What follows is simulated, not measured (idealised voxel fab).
Title: Process Module voxel ribs on slabs
Pictured: cross-section cut, 290 nm wide, on a grid of 5 nm square cells.
When this document writes out a cross-section, it uses a grid of square cells and lists it as bands, beginning at the top and moving down, with a band standing for one or more rows of cells. It is stipulated that each band's entry specify, in nanometres, the height of the top of the band and then that of its bottom, followed by the materials of the band in left-to-right sequence, each together with its width in nanometres. A single material marked by the word "everywhere" is understood to fill the band from edge to edge; the word "blank" is understood to denote empty space. Heights are reckoned from 0. Under this level, the received wafer is all of one material. The bottommost band is open-ended downward, for example "0 -> down". So if you see something like "30..40" for the width, read it as the top row of the band sitting at the first number and the bottom row at the second, with every row in between moving by the same amount as the last. Key: "no modification" - step with no changed cell in the cross-section. If an empty space has no open way to the top and is at least 8 cells in size, "Trapped cavities" lists it, written width x height at distance, where distance is measured from the left edge and every value is in nm. Past the settings on a step's line: simulator remark, on that step. Regarding "overlay nm": on a step with a mask, it is the distance the mask lay to the right of its planned place; a negative value places it to the left.

-- Process steps - plan
1) RECEIVE [material Si]
2) DIRECTIONAL_DEP [material SiO2] [thk nm 30]
3) DIRECTIONAL_DEP [material polySi] [thk nm 20]
4) MASKED_ETCH [tone cover] [mask id RIB] [width nm 25] [etch materials polySi] [depth nm 5] [overlay nm 0]
5) PATTERN [tone cover] [mask id SLAB] [material resist] [width nm 55] [thk nm 15] [overlay nm 0]
6) DIRECTIONAL_ETCH [etch materials polySi] [depth nm 15]
7) STRIP [etch materials resist]
8) FILL_DEP [material SiO2] [thk nm 20]
9) CMP [height nm 60]
10) DIRECTIONAL_DEP [material W] [thk nm 5]
11) MASKED_ETCH [tone cover] [mask id HEATER] [width nm 35] [etch materials W] [depth nm 5] [overlay nm 0]
12) CONFORMAL_DEP [material SiN] [thk nm 5]
Wafers differ in thk nm at step 12; plan lists the first wafer's value; identical starting state.

-- Received wafers, first of several: cross-section after step 1
- 0 -> down: Si everywhere
- Trapped cavities: none

-- first wafer at the end, after step 12
- 70 -> 65: 120 of blank  45 of SiN  125 of blank
- 65 -> 60: 125 of SiN  35 of W  130 of SiN
- 60 -> 50: SiO2 everywhere
- 50 -> 45: 130 of SiO2  25 of polySi  135 of SiO2
- 45 -> 30: 115 of SiO2  55 of polySi  120 of SiO2
- 30 -> 0: SiO2 everywhere
- 0 -> down: Si everywhere
- Trapped cavities: none

-- Last wafer x-sec, end of module
- 90 -> 85: 100 of blank  85 of SiN  105 of blank
- 85 -> 65: SiN everywhere
- 65 -> 60: 125 of SiN  35 of W  130 of SiN
- 60 -> 50: SiO2 everywhere
- 50 -> 45: 130 of SiO2  25 of polySi  135 of SiO2
- 45 -> 30: 115 of SiO2  55 of polySi  120 of SiO2
- 30 -> 0: SiO2 everywhere
- 0 -> down: Si everywhere
- Trapped cavities: none

-- Where each wafer stands at the end of the module, a row apiece: cells of each material gained (+) or lost (-) since it was received, then closed voids
thk nm 5 | +60 SiN | +658 SiO2 | +7 W | +38 polySi | Trapped cavities: none
thk nm 10 | +120 SiN | +658 SiO2 | +7 W | +38 polySi | Trapped cavities: none
thk nm 15 | +180 SiN | +658 SiO2 | +7 W | +38 polySi | Trapped cavities: none
thk nm 20 | +240 SiN | +658 SiO2 | +7 W | +38 polySi | Trapped cavities: none
thk nm 25 | +300 SiN | +658 SiO2 | +7 W | +38 polySi | Trapped cavities: none
